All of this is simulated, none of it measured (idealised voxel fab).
Title: Process Module voxel self aligned vias
It is cross-section cut that appears here, measuring 180 nm in width, its square cells being 5 nm in size.
If you're reading a cross-section in this doc, picture square cells in a grid; it comes to you as bands, top ones listed first down to the bottom, and a band can be one or more rows of cells.
Heads up on the band format: heights come first, top then bottom, in nm. After that it's the materials left to right, each with its width in nm. A single material flagged "edge to edge" fills the whole band edge to edge, and "blank" means there's empty space there.
Height is counted from the level 0, under which the received wafer is composed throughout of one material. The lowest of the bands is not closed at the bottom but continues downward, in the notation "0 down".
A width such as "30 to 40" changes by the same amount from each row of cells to the next, from the band's top row to its bottom row.
"no alteration", as given for a step, is the statement that not any cell of the cross-section underwent a change during that step.
"Closed void table": empty spaces of 8 cells or more with no open way to the top, each given as width x height at distance, distance from the left edge, all in nm.
Anything after a step's settings on that line? It's the simulator's own note about the step.
What "overlay nm" on a step's line means: if the step has a mask, that mask lay this far to the right of its planned place, or, when the value is negative, to the left.
Here's what the planned process steps look like
- 1: op RECEIVE | material Si
- 2: op CONFORMAL_DEP | material SiO2 | thk nm 10
- 3: op CONFORMAL_DEP | material SiCN | thk nm 5
- 4: op DIRECTIONAL_DEP | material lowk | thk nm 25
- 5: op DIRECTIONAL_DEP | material aC | thk nm 15
- 6: op PATTERN | tone open | mask id LINES | material resist | width nm 30 | pitch nm 55 | thk nm 30 | overlay nm 0
- 7: op DIRECTIONAL_ETCH | etch materials aC | depth nm 15
- 8: op STRIP | etch materials resist
- 9: op DIRECTIONAL_ETCH | etch materials lowk | depth nm 25
- 10: op STRIP | etch materials aC
- 11: op CONFORMAL_DEP | material TiN | thk nm 5
- 12: op FILL_DEP | material Ru | thk nm 5
- 13: op CMP | height nm 40
- 14: op SELECTIVE_ETCH | etch materials W Ru TiN | depth nm 10
- 15: op FILL_DEP | material SiN | thk nm 5
- 16: op CMP | height nm 40
- 17: op DIRECTIONAL_DEP | material lowk | thk nm 20
- 18: op DIRECTIONAL_DEP | material aC | thk nm 10
- 19: op PATTERN | tone open | mask id VIAS | material resist | width nm 40 | pitch nm 55 | thk nm 30 | overlay nm 0
- 20: op DIRECTIONAL_ETCH | etch materials aC | depth nm 10
- 21: op STRIP | etch materials resist
- 22: op DIRECTIONAL_ETCH | etch materials lowk | depth nm 20
- 23: op DIRECTIONAL_ETCH | etch materials SiN | depth nm 10
- 24: op STRIP | etch materials aC
- 25: op CONFORMAL_DEP | material TiN | thk nm 5
- 26: op FILL_DEP | material Cu | thk nm 5
- 27: op CMP | height nm 60
- 28: op CONFORMAL_DEP | material SiCN | thk nm 5
The following pertains to the first of two wafers, which was processed as planned
Cross-section of the wafer as it came to us, i.e., already through step 1
0 down  Si edge to edge
Closed void table: none
Cross-section of the wafer after step 2
10 to 0  SiO2 edge to edge
No changes below 0.
Cross-section of the wafer after step 3
15 to 10  SiCN edge to edge
No changes below 10.
Cross-section of the wafer after step 4
40 to 15  lowk edge to edge
No changes below 15.
Cross-section of the wafer after step 5
55 to 40  aC edge to edge
No changes below 40.
Cross-section of the wafer after step 6
85 to 55  45 nm resist | 30 nm blank | 25 nm resist | 30 nm blank | 50 nm resist
No changes below 55.
Cross-section of the wafer after step 7
70 to 55  45 nm resist | 30 nm blank | 25 nm resist | 30 nm blank | 50 nm resist
55 to 40  45 nm aC | 30 nm blank | 25 nm aC | 30 nm blank | 50 nm aC
No changes below 40.
Cross-section of the wafer after step 8
55 to 40  45 nm aC | 30 nm blank | 25 nm aC | 30 nm blank | 50 nm aC
No changes below 40.
Cross-section of the wafer after step 9
55 to 40  45 nm aC | 30 nm blank | 25 nm aC | 30 nm blank | 50 nm aC
40 to 15  45 nm lowk | 30 nm blank | 25 nm lowk | 30 nm blank | 50 nm lowk
No changes below 15.
Cross-section of the wafer after step 10
40 to 15  45 nm lowk | 30 nm blank | 25 nm lowk | 30 nm blank | 50 nm lowk
No changes below 15.
Cross-section of the wafer after step 11
45 to 40  50 nm TiN | 20 nm blank | 35 nm TiN | 20 nm blank | 55 nm TiN
40 to 20  45 nm lowk | 5 nm TiN | 20 nm blank | 5 nm TiN | 25 nm lowk | 5 nm TiN | 20 nm blank | 5 nm TiN | 50 nm lowk
20 to 15  45 nm lowk | 30 nm TiN | 25 nm lowk | 30 nm TiN | 50 nm lowk
No changes below 15.
Cross-section of the wafer after step 12
50 to 45  Ru edge to edge
45 to 40  50 nm TiN | 20 nm Ru | 35 nm TiN | 20 nm Ru | 55 nm TiN
40 to 20  45 nm lowk | 5 nm TiN | 20 nm Ru | 5 nm TiN | 25 nm lowk | 5 nm TiN | 20 nm Ru | 5 nm TiN | 50 nm lowk
No changes below 20.
Cross-section of the wafer after step 13
40 to 20  45 nm lowk | 5 nm TiN | 20 nm Ru | 5 nm TiN | 25 nm lowk | 5 nm TiN | 20 nm Ru | 5 nm TiN | 50 nm lowk
No changes below 20.
Cross-section of the wafer after step 14
40 to 30  45 nm lowk | 30 nm blank | 25 nm lowk | 30 nm blank | 50 nm lowk
No changes below 30.
Cross-section of the wafer after step 15
45 to 40  SiN edge to edge
40 to 30  45 nm lowk | 30 nm SiN | 25 nm lowk | 30 nm SiN | 50 nm lowk
No changes below 30.
Cross-section of the wafer after step 16
40 to 30  45 nm lowk | 30 nm SiN | 25 nm lowk | 30 nm SiN | 50 nm lowk
No changes below 30.
Cross-section of the wafer after step 17
60 to 40  lowk edge to edge
No changes below 40.
Cross-section of the wafer after step 18
70 to 60  aC edge to edge
No changes below 60.
Cross-section of the wafer after step 19
100 to 70  40 nm resist | 40 nm blank | 15 nm resist | 40 nm blank | 45 nm resist
No changes below 70.
Cross-section of the wafer after step 20
90 to 70  40 nm resist | 40 nm blank | 15 nm resist | 40 nm blank | 45 nm resist
70 to 60  40 nm aC | 40 nm blank | 15 nm aC | 40 nm blank | 45 nm aC
No changes below 60.
Cross-section of the wafer after step 21
70 to 60  40 nm aC | 40 nm blank | 15 nm aC | 40 nm blank | 45 nm aC
No changes below 60.
Cross-section of the wafer after step 22
70 to 60  40 nm aC | 40 nm blank | 15 nm aC | 40 nm blank | 45 nm aC
60 to 40  40 nm lowk | 40 nm blank | 15 nm lowk | 40 nm blank | 45 nm lowk
No changes below 40.
Cross-section of the wafer after step 23
70 to 60  40 nm aC | 40 nm blank | 15 nm aC | 40 nm blank | 45 nm aC
60 to 40  40 nm lowk | 40 nm blank | 15 nm lowk | 40 nm blank | 45 nm lowk
40 to 30  45 nm lowk | 30 nm blank | 25 nm lowk | 30 nm blank | 50 nm lowk
No changes below 30.
Cross-section of the wafer after step 24
60 to 40  40 nm lowk | 40 nm blank | 15 nm lowk | 40 nm blank | 45 nm lowk
No changes below 40.
Cross-section of the wafer after step 25
65 to 60  45 nm TiN | 30 nm blank | 25 nm TiN | 30 nm blank | 50 nm TiN
60 to 45  40 nm lowk | 5 nm TiN | 30 nm blank | 5 nm TiN | 15 nm lowk | 5 nm TiN | 30 nm blank | 5 nm TiN | 45 nm lowk
45 to 35  40 to 45 nm lowk | 10 to 5 nm TiN | 20 nm blank | 10 to 5 nm TiN | 15 to 25 nm lowk | 10 to 5 nm TiN | 20 nm blank | 10 to 5 nm TiN | 45 to 50 nm lowk
35 to 30  45 nm lowk | 30 nm TiN | 25 nm lowk | 30 nm TiN | 50 nm lowk
No changes below 30.
Cross-section of the wafer after step 26
70 to 65  Cu edge to edge
65 to 60  45 nm TiN | 30 nm Cu | 25 nm TiN | 30 nm Cu | 50 nm TiN
60 to 45  40 nm lowk | 5 nm TiN | 30 nm Cu | 5 nm TiN | 15 nm lowk | 5 nm TiN | 30 nm Cu | 5 nm TiN | 45 nm lowk
45 to 35  40 to 45 nm lowk | 10 to 5 nm TiN | 20 nm Cu | 10 to 5 nm TiN | 15 to 25 nm lowk | 10 to 5 nm TiN | 20 nm Cu | 10 to 5 nm TiN | 45 to 50 nm lowk
No changes below 35.
Cross-section of the wafer after step 27
60 to 45  40 nm lowk | 5 nm TiN | 30 nm Cu | 5 nm TiN | 15 nm lowk | 5 nm TiN | 30 nm Cu | 5 nm TiN | 45 nm lowk
No changes below 45.
Cross-section of the wafer after step 28
65 to 60  SiCN edge to edge
No changes below 60.
Wafer two: like wafer one in start and plan, but with one mistake in execution; identical up to and including step 2
Second wafer shown in cross-section at the time step 3 was slated to end: no alteration
Second wafer shown in cross-section at the time step 4 was slated to end
35 to 10  lowk edge to edge
No changes below 10.
Second wafer shown in cross-section at the time step 5 was slated to end
50 to 35  aC edge to edge
No changes below 35.
Second wafer shown in cross-section at the time step 6 was slated to end
80 to 50  45 nm resist | 30 nm blank | 25 nm resist | 30 nm blank | 50 nm resist
No changes below 50.
Second wafer shown in cross-section at the time step 7 was slated to end
65 to 50  45 nm resist | 30 nm blank | 25 nm resist | 30 nm blank | 50 nm resist
50 to 35  45 nm aC | 30 nm blank | 25 nm aC | 30 nm blank | 50 nm aC
No changes below 35.
Second wafer shown in cross-section at the time step 8 was slated to end
50 to 35  45 nm aC | 30 nm blank | 25 nm aC | 30 nm blank | 50 nm aC
No changes below 35.
Second wafer shown in cross-section at the time step 9 was slated to end
50 to 35  45 nm aC | 30 nm blank | 25 nm aC | 30 nm blank | 50 nm aC
35 to 10  45 nm lowk | 30 nm blank | 25 nm lowk | 30 nm blank | 50 nm lowk
No changes below 10.
Second wafer shown in cross-section at the time step 10 was slated to end
35 to 10  45 nm lowk | 30 nm blank | 25 nm lowk | 30 nm blank | 50 nm lowk
No changes below 10.
Second wafer shown in cross-section at the time step 11 was slated to end
40 to 35  50 nm TiN | 20 nm blank | 35 nm TiN | 20 nm blank | 55 nm TiN
35 to 15  45 nm lowk | 5 nm TiN | 20 nm blank | 5 nm TiN | 25 nm lowk | 5 nm TiN | 20 nm blank | 5 nm TiN | 50 nm lowk
15 to 10  45 nm lowk | 30 nm TiN | 25 nm lowk | 30 nm TiN | 50 nm lowk
No changes below 10.
Second wafer shown in cross-section at the time step 12 was slated to end
45 to 40  Ru edge to edge
40 to 35  50 nm TiN | 20 nm Ru | 35 nm TiN | 20 nm Ru | 55 nm TiN
35 to 15  45 nm lowk | 5 nm TiN | 20 nm Ru | 5 nm TiN | 25 nm lowk | 5 nm TiN | 20 nm Ru | 5 nm TiN | 50 nm lowk
No changes below 15.
Second wafer shown in cross-section at the time step 13 was slated to end
40 to 35  50 nm TiN | 20 nm Ru | 35 nm TiN | 20 nm Ru | 55 nm TiN
No changes below 35.
Second wafer shown in cross-section at the time step 14 was slated to end
35 to 30  45 nm lowk | 30 nm blank | 25 nm lowk | 30 nm blank | 50 nm lowk
No changes below 30.
Second wafer shown in cross-section at the time step 15 was slated to end
40 to 35  SiN edge to edge
35 to 30  45 nm lowk | 30 nm SiN | 25 nm lowk | 30 nm SiN | 50 nm lowk
No changes below 30.
Second wafer shown in cross-section at the time step 16 was slated to end: no alteration
Second wafer shown in cross-section at the time step 17 was slated to end
60 to 40  lowk edge to edge
No changes below 40.
Second wafer shown in cross-section at the time step 18 was slated to end
70 to 60  aC edge to edge
No changes below 60.
Second wafer shown in cross-section at the time step 19 was slated to end
100 to 70  40 nm resist | 40 nm blank | 15 nm resist | 40 nm blank | 45 nm resist
No changes below 70.
Second wafer shown in cross-section at the time step 20 was slated to end
90 to 70  40 nm resist | 40 nm blank | 15 nm resist | 40 nm blank | 45 nm resist
70 to 60  40 nm aC | 40 nm blank | 15 nm aC | 40 nm blank | 45 nm aC
No changes below 60.
Second wafer shown in cross-section at the time step 21 was slated to end
70 to 60  40 nm aC | 40 nm blank | 15 nm aC | 40 nm blank | 45 nm aC
No changes below 60.
Second wafer shown in cross-section at the time step 22 was slated to end
70 to 60  40 nm aC | 40 nm blank | 15 nm aC | 40 nm blank | 45 nm aC
60 to 40  40 nm lowk | 40 nm blank | 15 nm lowk | 40 nm blank | 45 nm lowk
No changes below 40.
Second wafer shown in cross-section at the time step 23 was slated to end
70 to 60  40 nm aC | 40 nm blank | 15 nm aC | 40 nm blank | 45 nm aC
60 to 40  40 nm lowk | 40 nm blank | 15 nm lowk | 40 nm blank | 45 nm lowk
40 to 35  40 nm SiN | 40 nm blank | 15 nm SiN | 40 nm blank | 45 nm SiN
35 to 30  45 nm lowk | 30 nm blank | 25 nm lowk | 30 nm blank | 50 nm lowk
No changes below 30.
Second wafer shown in cross-section at the time step 24 was slated to end
60 to 40  40 nm lowk | 40 nm blank | 15 nm lowk | 40 nm blank | 45 nm lowk
No changes below 40.
Second wafer shown in cross-section at the time step 25 was slated to end
65 to 60  45 nm TiN | 30 nm blank | 25 nm TiN | 30 nm blank | 50 nm TiN
60 to 40  40 nm lowk | 5 nm TiN | 30 nm blank | 5 nm TiN | 15 nm lowk | 5 nm TiN | 30 nm blank | 5 nm TiN | 45 nm lowk
40 to 35  40 nm SiN | 10 nm TiN | 20 nm blank | 10 nm TiN | 15 nm SiN | 10 nm TiN | 20 nm blank | 10 nm TiN | 45 nm SiN
35 to 30  45 nm lowk | 30 nm TiN | 25 nm lowk | 30 nm TiN | 50 nm lowk
No changes below 30.
Second wafer shown in cross-section at the time step 26 was slated to end
70 to 65  Cu edge to edge
65 to 60  45 nm TiN | 30 nm Cu | 25 nm TiN | 30 nm Cu | 50 nm TiN
60 to 40  40 nm lowk | 5 nm TiN | 30 nm Cu | 5 nm TiN | 15 nm lowk | 5 nm TiN | 30 nm Cu | 5 nm TiN | 45 nm lowk
40 to 35  40 nm SiN | 10 nm TiN | 20 nm Cu | 10 nm TiN | 15 nm SiN | 10 nm TiN | 20 nm Cu | 10 nm TiN | 45 nm SiN
No changes below 35.
Second wafer shown in cross-section at the time step 27 was slated to end
60 to 40  40 nm lowk | 5 nm TiN | 30 nm Cu | 5 nm TiN | 15 nm lowk | 5 nm TiN | 30 nm Cu | 5 nm TiN | 45 nm lowk
No changes below 40.
Second wafer shown in cross-section at the time step 28 was slated to end
65 to 60  SiCN edge to edge
No changes below 60.
The plan and the run diverged here: step 3 of the plan never got run, it was skipped over
Counted in cells at the end, the second wafer holds more or fewer of these materials than the first: Cu: 4 more | Ru: 8 more | SiCN: 36 fewer | SiN: 20 more | TiN: 4 more
